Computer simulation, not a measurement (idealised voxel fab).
process module | voxel transistor to metal
cross-section cut | 160 nm wide | cells 5 nm
A cross-section is a grid of square cells, given in bands from the top down. A band is one or more rows of cells.
Each band's line starts with the height of the band's top and of its bottom, in nm. Then come its materials from left to right, each with its width in nm. One material with "throughout" fills the band from edge to edge. "air" is empty space.
Height 0 is the level under which the wafer as received is all one material. The lowest band goes on downwards, as in "0 down".
A width such as "30 to 40" changes by the same amount from each row of cells to the next, from the band's top row to its bottom row.
"no change" after a step means that no cell of the cross-section changed.
closed voids: empty space of 8 cells or more with no open way to the top, each as width x height at its distance from the left edge, in nm
after a step's settings: what the simulator itself notes on the step
overlay nm, on a step with a mask: how far to the right of its planned place the mask lay; to the left if negative
plan
1 op RECEIVE | material Si
2 op OXIDIZE | depth nm 5
3 op CONFORMAL_DEP | material SiN | thk nm 10
4 op MASKED_ETCH | tone cover | mask id ACTIVE | width nm 100 | etch materials SiN | depth nm 10 | overlay nm 0
5 op MASKED_ETCH | tone cover | mask id ACTIVE | width nm 100 | etch materials SiO2 | depth nm 5 | overlay nm 0
6 op MASKED_ETCH | tone cover | mask id ACTIVE | width nm 100 | etch materials Si | depth nm 25 | overlay nm 0
7 op OXIDIZE | depth nm 5
8 op FILL_DEP | material SiO2 | thk nm 15
9 op CMP | height nm 10
10 op SELECTIVE_ETCH | etch materials SiO2 | depth nm 5
11 op STRIP | etch materials SiN
12 op SELECTIVE_ETCH | etch materials SiO2 | depth nm 5
13 op OXIDIZE | depth nm 5
14 op DIRECTIONAL_DEP | material polySi | thk nm 30
15 op DIRECTIONAL_DEP | material SiCN | thk nm 10
16 op MASKED_ETCH | tone cover | mask id GATE | width nm 20 | etch materials SiCN | depth nm 20 | overlay nm 0
17 op MASKED_ETCH | tone cover | mask id GATE | width nm 20 | etch materials polySi | depth nm 40 | overlay nm -5
18 op CONFORMAL_DEP | material SiN | thk nm 5
19 op DIRECTIONAL_ETCH | etch materials SiN | depth nm 5
20 op DIRECTIONAL_ETCH | etch materials SiO2 | depth nm 5
21 op EPI | material pSi | thk nm 5
22 op FILL_DEP | material SiO2 | thk nm 10
23 op CMP | height nm 35
24 op DIRECTIONAL_DEP | material SiO2 | thk nm 15
25 op MASKED_ETCH | tone open | mask id CONTACT | width nm 15 | pitch nm 75 | etch materials SiO2 | depth nm 55 | overlay nm 0
26 op CONFORMAL_DEP | material TiN | thk nm 5
27 op FILL_DEP | material Ru | thk nm 5
28 op CMP | height nm 50
29 op CONFORMAL_DEP | material SiCN | thk nm 5
30 op DIRECTIONAL_DEP | material SiO2 | thk nm 25
31 op PATTERN | tone open | mask id METAL_1 | material resist | width nm 15 | pitch nm 75 | thk nm 15 | overlay nm 0
32 op DIRECTIONAL_ETCH | etch materials SiO2 | depth nm 25
33 op DIRECTIONAL_ETCH | etch materials SiCN | depth nm 5
34 op STRIP | etch materials resist
35 op CONFORMAL_DEP | material TiN | thk nm 5
36 op FILL_DEP | material Ru | thk nm 5
37 op CMP | height nm 80
38 op EPI | material Ru | thk nm 5
39 op FILL_DEP | material SiCN | thk nm 5
varied across the wafers: overlay nm of step 17. The plan shows the first wafer's value. All wafers start alike
first wafer as received, after step 1
  0 down: Si throughout
  closed voids: none
each wafer at the end: cells of each material gained (+) or lost (-) since it was received, then its closed voids
overlay nm -5 | +40 Ru | -134 Si | +88 SiCN | +18 SiN | +449 SiO2 | +72 TiN | +13 pSi | +30 polySi | closed voids: none
overlay nm 0 | +40 Ru | -134 Si | +88 SiCN | +18 SiN | +454 SiO2 | +72 TiN | +14 pSi | +24 polySi | closed voids: none
overlay nm 5 | +40 Ru | -134 Si | +88 SiCN | +18 SiN | +449 SiO2 | +72 TiN | +13 pSi | +30 polySi | closed voids: none
